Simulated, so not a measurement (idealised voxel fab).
process module | voxel self aligned contacts
cross-section cut | 210 nm wide | cells 5 nm
A cross-section is a grid of square cells, given in bands from the top down. A band is one or more rows of cells.
Each band's line starts with the height of the band's top and of its bottom, in nm. Then come its materials from left to right, each with its width in nm. One material with "throughout" fills the band from edge to edge. "air" is empty space.
Height 0 is the level under which the wafer as received is all one material. The lowest band goes on downwards, as in "0 down".
A width such as "30 to 40" changes by the same amount from each row of cells to the next, from the band's top row to its bottom row.
"no change" after a step means that no cell of the cross-section changed.
closed voids: empty space of 8 cells or more with no open way to the top, each as width x height at its distance from the left edge, in nm
after a step's settings: what the simulator itself notes on the step
overlay nm, on a step with a mask: how far to the right of its planned place the mask lay; to the left if negative
plan
1 op RECEIVE | material Si
2 op OXIDIZE | depth nm 5
3 op DIRECTIONAL_DEP | material polySi | thk nm 30
4 op DIRECTIONAL_DEP | material SiN | thk nm 20
5 op PATTERN | tone cover | mask id GATE | material resist | width nm 30 | pitch nm 65 | thk nm 20 | overlay nm 0
6 op DIRECTIONAL_ETCH | etch materials SiN | depth nm 20
7 op DIRECTIONAL_ETCH | etch materials polySi | depth nm 30
8 op STRIP | etch materials resist
9 op CONFORMAL_DEP | material SiN | thk nm 10
10 op DIRECTIONAL_ETCH | etch materials SiN | depth nm 10
11 op FILL_DEP | material SiO2 | thk nm 15
12 op CMP | height nm 55
13 op PATTERN | tone open | mask id CONTACT | material resist | width nm 45 | pitch nm 65 | thk nm 15 | overlay nm -15
14 op DIRECTIONAL_ETCH | etch materials SiO2 | depth nm 60
15 op STRIP | etch materials resist
16 op CONFORMAL_DEP | material TiN | thk nm 5
17 op FILL_DEP | material W | thk nm 5
18 op CMP | height nm 55
19 op CONFORMAL_DEP | material SiCN | thk nm 5
varied across the wafers: overlay nm of step 13. The plan shows the first wafer's value. All wafers start alike
first wafer as received, after step 1
  0 down: Si throughout
  closed voids: none
each wafer at the end: cells of each material gained (+) or lost (-) since it was received, then its closed voids
overlay nm -15 | -42 Si | +42 SiCN | +192 SiN | +120 SiO2 | +62 TiN | +22 W | +108 polySi | closed voids: none
overlay nm -10 | -42 Si | +42 SiCN | +192 SiN | +120 SiO2 | +62 TiN | +22 W | +108 polySi | closed voids: none
overlay nm -5 | -42 Si | +42 SiCN | +192 SiN | +120 SiO2 | +62 TiN | +22 W | +108 polySi | closed voids: none
overlay nm 0 | -42 Si | +42 SiCN | +192 SiN | +120 SiO2 | +62 TiN | +22 W | +108 polySi | closed voids: none
overlay nm 5 | -42 Si | +42 SiCN | +192 SiN | +120 SiO2 | +62 TiN | +22 W | +108 polySi | closed voids: none
overlay nm 10 | -42 Si | +42 SiCN | +192 SiN | +120 SiO2 | +62 TiN | +22 W | +108 polySi | closed voids: none
overlay nm 15 | -42 Si | +42 SiCN | +192 SiN | +120 SiO2 | +62 TiN | +22 W | +108 polySi | closed voids: none
